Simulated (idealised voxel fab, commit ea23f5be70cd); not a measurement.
process module | voxel released beams
cross-section cut | 275 nm wide | cells 5 nm
A cross-section is a grid of square cells, given in bands from the top down. A band is one or more rows of cells.
Each band's line starts with the height of the band's top and of its bottom, in nm. Then come its materials from left to right, each with its width in nm. One material with "throughout" fills the band from edge to edge. "air" is empty space.
Height 0 is the level under which the wafer as received is all one material. The lowest band goes on downwards, as in "0 down".
A width such as "30 to 40" changes by the same amount from each row of cells to the next, from the band's top row to its bottom row.
"no change" after a step means that no cell of the cross-section changed.
closed voids: empty space of 8 cells or more with no open way to the top, each as width x height at its distance from the left edge, in nm
after a step's settings: what the simulator itself notes on the step
overlay nm, on a step with a mask: how far to the right of its planned place the mask lay; to the left if negative
plan
1 op RECEIVE | material Si
2 op CONFORMAL_DEP | material Al2O3 | thk nm 10
3 op DIRECTIONAL_DEP | material SiO2 | thk nm 15
4 op MASKED_ETCH | tone open | mask id ANCHOR | width nm 25 | etch materials SiO2 | depth nm 15 | overlay nm 0
5 op CONFORMAL_DEP | material SiN | thk nm 10
6 op MASKED_ETCH | tone cover | mask id BEAM | width nm 105 | etch materials SiN | depth nm 10 | overlay nm 0
7 op STRIP | etch materials SiO2
as received, after step 1
  0 down: Si throughout
  closed voids: none
first wafer at the end, as planned
  35 to 25: air 80 | SiN 15 | air 5 | SiN 85 | air 90
  25 to 20: air 85 | SiN 10 | air 5 | SiN 10 | air 165
  20 to 10: air 85 | SiN 25 | air 165
  10 to 0: Al2O3 throughout
  0 down: Si throughout
  closed voids: none
second wafer at the end: like start, like plan, one mistake
  35 to 25: air 80 | SiN 20 | air 5 | SiN 80 | air 90
  25 to 20: air 90 | SiN 10 | air 5 | SiN 10 | air 160
  20 to 10: air 90 | SiN 25 | air 160
  10 to 0: Al2O3 throughout
  0 down: Si throughout
  closed voids: none
what went wrong: step 4 ran as: op MASKED_ETCH | tone open | mask id ANCHOR | width nm 25 | etch materials SiO2 | depth nm 15 | overlay nm 5
at the end the second wafer has, in cells: as many of each material as the first, in other places
